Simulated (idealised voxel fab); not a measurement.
Process module name: voxel ribs on slabs
We display cut, a cross-section 260 nm in width whose square cells are each 5 nm.
Think of the cross-section as a grid of square cells. We describe it in bands, top to bottom, and each band covers one or more rows of those cells.
The band entry comprises the height of the band's top followed by the height of its bottom, expressed in nm, and subsequently the band's materials from left to right, each stated together with its width in nm. Where a single material is marked with the word "throughout", that material fills the band from edge to edge. The word "air" represents empty space.
Beneath 0, the wafer as received is one material, and that level is where height counting begins. The lowest band goes on downward without a bottom; it is written like "z 0 and below".
So if you see something like "30 to 40" for the width, read it as the top row of the band sitting at the first number and the bottom row at the second, with every row in between moving by the same amount as the last.
Where the words "left unchanged" appear for a step, the cross-section shows no cell changed by that step; every cell remained as before.
Listed in "Entrapped voids": every empty space of 8 or more cells without an open way to the top. Form: width x height at distance, the distance being from the left edge, all in nm.
Past the settings on a step's line: simulator remark, on that step.
overlay nm: on a step with a mask, how far right of its planned place the mask lay; negative means left.

Planned process steps
1,RECEIVE [material Si]
2,DIRECTIONAL_DEP [material SiO2] [thk nm 20]
3,DIRECTIONAL_DEP [material polySi] [thk nm 25]
4,MASKED_ETCH [tone cover] [mask id RIB] [width nm 15] [etch materials polySi] [depth nm 20] [overlay nm -15]
5,PATTERN [tone cover] [mask id SLAB] [material resist] [width nm 75] [thk nm 20] [overlay nm 0]
6,DIRECTIONAL_ETCH [etch materials polySi] [depth nm 5]
7,STRIP [etch materials resist]
8,FILL_DEP [material SiO2] [thk nm 25]
9,CMP [height nm 65]
10,DIRECTIONAL_DEP [material W] [thk nm 5]
11,MASKED_ETCH [tone cover] [mask id HEATER] [width nm 25] [etch materials W] [depth nm 5] [overlay nm 0]
12,CONFORMAL_DEP [material SiN] [thk nm 5]
The wafers in this document start out alike and differ in the overlay nm applied at step 4; the plan shows the value used for the first wafer.

As received, i.e. after step 1: cross-section through the first of several wafers
* z 0 and below = Si throughout
* Entrapped voids: none

The cross-section of the first of several wafers is given below for the end of the module, after its final step, step 12
* z 75 to 70 = 110 nm air, then 35 nm SiN, then 115 nm air
* z 70 to 65 = 115 nm SiN, then 25 nm W, then 120 nm SiN
* z 65 to 45 = SiO2 throughout
* z 45 to 25 = 105 nm SiO2, then 15 nm polySi, then 140 nm SiO2
* z 25 to 20 = 90 nm SiO2, then 75 nm polySi, then 95 nm SiO2
* z 20 to 0 = SiO2 throughout
* z 0 and below = Si throughout
* Entrapped voids: none

End of module, last wafer sectioned
* z 75 to 70 = 110 nm air, then 35 nm SiN, then 115 nm air
* z 70 to 65 = 115 nm SiN, then 25 nm W, then 120 nm SiN
* z 65 to 45 = SiO2 throughout
* z 45 to 25 = 135 nm SiO2, then 15 nm polySi, then 110 nm SiO2
* z 25 to 20 = 90 nm SiO2, then 75 nm polySi, then 95 nm SiO2
* z 20 to 0 = SiO2 throughout
* z 0 and below = Si throughout
* Entrapped voids: none

Rows = wafers. At module end, each row lists per material the cells gained (+) or lost (-) since the wafer was received, then the closed voids
overlay nm -15, +54 SiN, +649 SiO2, +5 W, +27 polySi, Entrapped voids: none
overlay nm -10, +54 SiN, +649 SiO2, +5 W, +27 polySi, Entrapped voids: none
overlay nm -5, +54 SiN, +649 SiO2, +5 W, +27 polySi, Entrapped voids: none
overlay nm 0, +54 SiN, +649 SiO2, +5 W, +27 polySi, Entrapped voids: none
overlay nm 5, +54 SiN, +649 SiO2, +5 W, +27 polySi, Entrapped voids: none
overlay nm 10, +54 SiN, +649 SiO2, +5 W, +27 polySi, Entrapped voids: none
overlay nm 15, +54 SiN, +649 SiO2, +5 W, +27 polySi, Entrapped voids: none
